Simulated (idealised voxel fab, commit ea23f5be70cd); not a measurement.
process module | voxel capacitor over wiring
cross-section cut | 300 nm wide | cells 5 nm
A cross-section is a grid of square cells, given in bands from the top down. A band is one or more rows of cells.
Each band's line starts with the height of the band's top and of its bottom, in nm. Then come its materials from left to right, each with its width in nm. One material with "throughout" fills the band from edge to edge. "air" is empty space.
Height 0 is the level under which the wafer as received is all one material. The lowest band goes on downwards, as in "0 down".
A width such as "30 to 40" changes by the same amount from each row of cells to the next, from the band's top row to its bottom row.
"no change" after a step means that no cell of the cross-section changed.
closed voids: empty space of 8 cells or more with no open way to the top, each as width x height at its distance from the left edge, in nm
after a step's settings: what the simulator itself notes on the step
overlay nm, on a step with a mask: how far to the right of its planned place the mask lay; to the left if negative
plan
1 op RECEIVE | material Si
2 op CONFORMAL_DEP | material SiO2 | thk nm 15
3 op DIRECTIONAL_DEP | material TiN | thk nm 5
4 op DIRECTIONAL_DEP | material W | thk nm 20
5 op PATTERN | tone cover | mask id METAL_1 | material resist | width nm 25 | pitch nm 75 | thk nm 20 | overlay nm 0
6 op DIRECTIONAL_ETCH | etch materials W | depth nm 20
7 op DIRECTIONAL_ETCH | etch materials TiN | depth nm 5
8 op STRIP | etch materials resist
9 op CONFORMAL_DEP | material SiN | thk nm 5
10 op FILL_DEP | material lowk | thk nm 10
11 op CMP | height nm 40
12 op CONFORMAL_DEP | material SiCN | thk nm 5
13 op DIRECTIONAL_DEP | material SiO2 | thk nm 20
14 op MASKED_ETCH | tone open | mask id PLUG_1 | width nm 15 | etch materials SiO2 | depth nm 20 | overlay nm 0
15 op MASKED_ETCH | tone open | mask id PLUG_1 | width nm 15 | etch materials SiCN | depth nm 5 | overlay nm 0
16 op EPI | material Ru | thk nm 10
17 op EPI | material Ru | thk nm 10
18 op EPI | material Ru | thk nm 5
19 op DIRECTIONAL_DEP | material TiN | thk nm 10
20 op DIRECTIONAL_DEP | material HfO2 | thk nm 5
21 op DIRECTIONAL_DEP | material TiN | thk nm 10
22 op MASKED_ETCH | tone cover | mask id UPPER_PLATE | width nm 55 | etch materials TiN | depth nm 10 | overlay nm 0
23 op MASKED_ETCH | tone cover | mask id UPPER_PLATE | width nm 55 | etch materials HfO2 | depth nm 5 | overlay nm 0
24 op DIRECTIONAL_DEP | material aC | thk nm 15
25 op PATTERN | tone cover | mask id LOWER_PLATE | material resist | width nm 65 | thk nm 35 | overlay nm 0
26 op DIRECTIONAL_ETCH | etch materials aC | depth nm 15
27 op STRIP | etch materials resist
28 op DIRECTIONAL_ETCH | etch materials TiN | depth nm 10
29 op STRIP | etch materials aC
30 op FILL_DEP | material SiO2 | thk nm 20
31 op CMP | height nm 105
32 op DIRECTIONAL_DEP | material aC | thk nm 10
33 op PATTERN | tone open | mask id PLUG_2 | material resist | width nm 15 | thk nm 25 | overlay nm 0
34 op DIRECTIONAL_ETCH | etch materials aC | depth nm 10
35 op STRIP | etch materials resist
36 op DIRECTIONAL_ETCH | etch materials SiO2 | depth nm 15
37 op STRIP | etch materials aC
38 op CONFORMAL_DEP | material TiN | thk nm 5
39 op FILL_DEP | material W | thk nm 5
40 op CMP | height nm 105
41 op CONFORMAL_DEP | material SiCN | thk nm 5
first wafer, as planned
as received, after step 1
  0 down: Si throughout
  closed voids: none
after step 2
  15 to 0: SiO2 throughout
  below 0: unchanged
after step 3
  20 to 15: TiN throughout
  below 15: unchanged
after step 4
  40 to 20: W throughout
  below 20: unchanged
after step 5
  60 to 40: air 100 | resist 25 | air 50 | resist 25 | air 100
  below 40: unchanged
after step 6
  60 to 40: air 100 | resist 25 | air 50 | resist 25 | air 100
  40 to 20: air 100 | W 25 | air 50 | W 25 | air 100
  below 20: unchanged
after step 7
  60 to 40: air 100 | resist 25 | air 50 | resist 25 | air 100
  40 to 20: air 100 | W 25 | air 50 | W 25 | air 100
  20 to 15: air 100 | TiN 25 | air 50 | TiN 25 | air 100
  below 15: unchanged
after step 8
  40 to 20: air 100 | W 25 | air 50 | W 25 | air 100
  below 20: unchanged
after step 9
  45 to 40: air 95 | SiN 35 | air 40 | SiN 35 | air 95
  40 to 20: air 95 | SiN 5 | W 25 | SiN 5 | air 40 | SiN 5 | W 25 | SiN 5 | air 95
  20 to 15: SiN 100 | TiN 25 | SiN 50 | TiN 25 | SiN 100
  below 15: unchanged
after step 10
  55 to 45: lowk throughout
  45 to 40: lowk 95 | SiN 35 | lowk 40 | SiN 35 | lowk 95
  40 to 20: lowk 95 | SiN 5 | W 25 | SiN 5 | lowk 40 | SiN 5 | W 25 | SiN 5 | lowk 95
  below 20: unchanged
after step 11
  40 to 20: lowk 95 | SiN 5 | W 25 | SiN 5 | lowk 40 | SiN 5 | W 25 | SiN 5 | lowk 95
  below 20: unchanged
after step 12
  45 to 40: SiCN throughout
  below 40: unchanged
after step 13
  65 to 45: SiO2 throughout
  below 45: unchanged
after step 14
  65 to 45: SiO2 110 | air 15 | SiO2 175
  below 45: unchanged
after step 15
  65 to 45: SiO2 110 | air 15 | SiO2 175
  45 to 40: SiCN 110 | air 15 | SiCN 175
  below 40: unchanged
after step 16
  65 to 50: SiO2 110 | air 15 | SiO2 175
  50 to 45: SiO2 110 | Ru 15 | SiO2 175
  45 to 40: SiCN 110 | Ru 15 | SiCN 175
  below 40: unchanged
after step 17
  65 to 60: SiO2 110 | air 15 | SiO2 175
  60 to 45: SiO2 110 | Ru 15 | SiO2 175
  below 45: unchanged
after step 18
  65 to 45: SiO2 110 | Ru 15 | SiO2 175
  below 45: unchanged
after step 19
  75 to 65: TiN throughout
  below 65: unchanged
after step 20
  80 to 75: HfO2 throughout
  below 75: unchanged
after step 21
  90 to 80: TiN throughout
  below 80: unchanged
after step 22
  90 to 80: air 110 | TiN 55 | air 135
  below 80: unchanged
after step 23
  90 to 80: air 110 | TiN 55 | air 135
  80 to 75: air 110 | HfO2 55 | air 135
  below 75: unchanged
after step 24
  105 to 90: air 110 | aC 55 | air 135
  90 to 80: aC 110 | TiN 55 | aC 135
  80 to 75: aC 110 | HfO2 55 | aC 135
  below 75: unchanged
after step 25
  140 to 105: air 105 | resist 65 | air 130
  105 to 90: air 105 | resist 5 | aC 55 | resist 5 | air 130
  below 90: unchanged
after step 26
  125 to 105: air 105 | resist 65 | air 130
  105 to 90: air 105 | resist 5 | aC 55 | resist 5 | air 130
  90 to 80: air 105 | aC 5 | TiN 55 | aC 5 | air 130
  80 to 75: air 105 | aC 5 | HfO2 55 | aC 5 | air 130
  below 75: unchanged
after step 27
  105 to 90: air 110 | aC 55 | air 135
  below 90: unchanged
after step 28
  105 to 90: air 110 | aC 55 | air 135
  90 to 80: air 105 | aC 5 | TiN 55 | aC 5 | air 130
  80 to 75: air 105 | aC 5 | HfO2 55 | aC 5 | air 130
  75 to 65: air 105 | TiN 65 | air 130
  below 65: unchanged
after step 29
  90 to 80: air 110 | TiN 55 | air 135
  80 to 75: air 110 | HfO2 55 | air 135
  below 75: unchanged
after step 30
  110 to 90: SiO2 throughout
  90 to 80: SiO2 110 | TiN 55 | SiO2 135
  80 to 75: SiO2 110 | HfO2 55 | SiO2 135
  75 to 65: SiO2 105 | TiN 65 | SiO2 130
  below 65: unchanged
after step 31
  105 to 90: SiO2 throughout
  below 90: unchanged
after step 32
  115 to 105: aC throughout
  below 105: unchanged
after step 33
  140 to 115: resist 120 | air 15 | resist 165
  below 115: unchanged
after step 34
  130 to 115: resist 120 | air 15 | resist 165
  115 to 105: aC 120 | air 15 | aC 165
  below 105: unchanged
after step 35
  115 to 105: aC 120 | air 15 | aC 165
  below 105: unchanged
after step 36
  115 to 105: aC 120 | air 15 | aC 165
  105 to 90: SiO2 120 | air 15 | SiO2 165
  below 90: unchanged
after step 37
  105 to 90: SiO2 120 | air 15 | SiO2 165
  below 90: unchanged
after step 38
  110 to 105: TiN 125 | air 5 | TiN 170
  105 to 95: SiO2 120 | TiN 5 | air 5 | TiN 5 | SiO2 165
  95 to 90: SiO2 120 | TiN 15 | SiO2 165
  below 90: unchanged
after step 39
  115 to 110: W throughout
  110 to 105: TiN 125 | W 5 | TiN 170
  105 to 95: SiO2 120 | TiN 5 | W 5 | TiN 5 | SiO2 165
  below 95: unchanged
after step 40
  105 to 95: SiO2 120 | TiN 5 | W 5 | TiN 5 | SiO2 165
  below 95: unchanged
after step 41
  110 to 105: SiCN throughout
  below 105: unchanged
second wafer: like start, like plan, one mistake. Through step 15 it matches the first wafer
when step 17 should have ended
  70 to 65: air 105 | Ru 25 | air 170
  65 to 45: SiO2 110 | Ru 15 | SiO2 175
  45 to 40: SiCN 110 | Ru 15 | SiCN 175
  below 40: unchanged
when step 18 should have ended
  75 to 65: air 100 | Ru 35 | air 165
  below 65: unchanged
when step 19 should have ended
  85 to 75: air 100 | TiN 35 | air 165
  75 to 65: TiN 100 | Ru 35 | TiN 165
  below 65: unchanged
when step 20 should have ended
  90 to 85: air 100 | HfO2 35 | air 165
  85 to 80: air 100 | TiN 35 | air 165
  80 to 75: HfO2 100 | TiN 35 | HfO2 165
  below 75: unchanged
when step 21 should have ended
  100 to 90: air 100 | TiN 35 | air 165
  90 to 85: TiN 100 | HfO2 35 | TiN 165
  85 to 80: TiN throughout
  below 80: unchanged
when step 22 should have ended
  100 to 90: air 110 | TiN 25 | air 165
  90 to 85: air 100 | HfO2 35 | TiN 30 | air 135
  85 to 80: air 100 | TiN 65 | air 135
  below 80: unchanged
when step 23 should have ended
  100 to 90: air 110 | TiN 25 | air 165
  90 to 85: air 110 | HfO2 25 | TiN 30 | air 135
  85 to 80: air 100 | TiN 65 | air 135
  80 to 75: air 100 | TiN 35 | HfO2 30 | air 135
  below 75: unchanged
when step 24 should have ended
  115 to 105: air 110 | aC 25 | air 165
  105 to 100: air 110 | aC 55 | air 135
  100 to 90: air 100 | aC 10 | TiN 25 | aC 30 | air 135
  90 to 85: aC 110 | HfO2 25 | TiN 30 | aC 135
  85 to 80: aC 100 | TiN 65 | aC 135
  80 to 75: aC 100 | TiN 35 | HfO2 30 | aC 135
  below 75: unchanged
when step 25 should have ended
  150 to 115: air 105 | resist 65 | air 130
  115 to 105: air 105 | resist 5 | aC 25 | resist 35 | air 130
  105 to 100: air 105 | resist 5 | aC 55 | resist 5 | air 130
  100 to 90: air 100 | aC 10 | TiN 25 | aC 30 | resist 5 | air 130
  below 90: unchanged
when step 26 should have ended
  135 to 115: air 105 | resist 65 | air 130
  115 to 105: air 105 | resist 5 | aC 25 | resist 35 | air 130
  105 to 100: air 105 | resist 5 | aC 55 | resist 5 | air 130
  100 to 90: air 105 | aC 5 | TiN 25 | aC 30 | resist 5 | air 130
  90 to 85: air 105 | aC 5 | HfO2 25 | TiN 30 | aC 5 | air 130
  85 to 80: air 100 | TiN 65 | aC 5 | air 130
  80 to 75: air 100 | TiN 35 | HfO2 30 | aC 5 | air 130
  below 75: unchanged
when step 27 should have ended
  115 to 105: air 110 | aC 25 | air 165
  105 to 100: air 110 | aC 55 | air 135
  100 to 90: air 105 | aC 5 | TiN 25 | aC 30 | air 135
  below 90: unchanged
when step 28 should have ended
  115 to 105: air 110 | aC 25 | air 165
  105 to 100: air 110 | aC 55 | air 135
  100 to 90: air 105 | aC 5 | TiN 25 | aC 30 | air 135
  90 to 85: air 105 | aC 5 | HfO2 25 | TiN 30 | aC 5 | air 130
  85 to 80: air 105 | TiN 60 | aC 5 | air 130
  80 to 75: air 105 | TiN 30 | HfO2 30 | aC 5 | air 130
  75 to 65: air 100 | Ru 35 | TiN 35 | air 130
  below 65: unchanged
when step 29 should have ended
  100 to 90: air 110 | TiN 25 | air 165
  90 to 85: air 110 | HfO2 25 | TiN 30 | air 135
  85 to 80: air 105 | TiN 60 | air 135
  80 to 75: air 105 | TiN 30 | HfO2 30 | air 135
  below 75: unchanged
when step 30 should have ended
  120 to 100: SiO2 throughout
  100 to 90: SiO2 110 | TiN 25 | SiO2 165
  90 to 85: SiO2 110 | HfO2 25 | TiN 30 | SiO2 135
  85 to 80: SiO2 105 | TiN 60 | SiO2 135
  80 to 75: SiO2 105 | TiN 30 | HfO2 30 | SiO2 135
  75 to 65: SiO2 100 | Ru 35 | TiN 35 | SiO2 130
  below 65: unchanged
when step 31 should have ended
  105 to 100: SiO2 throughout
  below 100: unchanged
when step 32 should have ended
  115 to 105: aC throughout
  below 105: unchanged
when step 33 should have ended
  140 to 115: resist 120 | air 15 | resist 165
  below 115: unchanged
when step 34 should have ended
  130 to 115: resist 120 | air 15 | resist 165
  115 to 105: aC 120 | air 15 | aC 165
  below 105: unchanged
when step 35 should have ended
  115 to 105: aC 120 | air 15 | aC 165
  below 105: unchanged
when step 36 should have ended
  115 to 105: aC 120 | air 15 | aC 165
  105 to 100: SiO2 120 | air 15 | SiO2 165
  below 100: unchanged
when step 37 should have ended
  105 to 100: SiO2 120 | air 15 | SiO2 165
  below 100: unchanged
when step 38 should have ended
  110 to 105: TiN 125 | air 5 | TiN 170
  105 to 100: SiO2 120 | TiN 15 | SiO2 165
  below 100: unchanged
when step 39 should have ended
  115 to 110: W throughout
  110 to 105: TiN 125 | W 5 | TiN 170
  below 105: unchanged
when step 40 should have ended
  105 to 100: SiO2 120 | TiN 15 | SiO2 165
  below 100: unchanged
when step 41 should have ended
  110 to 105: SiCN throughout
  below 105: unchanged
what went wrong: one of the steps 16 and 17, which are alike, was run twice
at the end the second wafer has, in cells: 14 more of Ru | 8 fewer of SiO2 | 4 fewer of TiN | 2 fewer of W
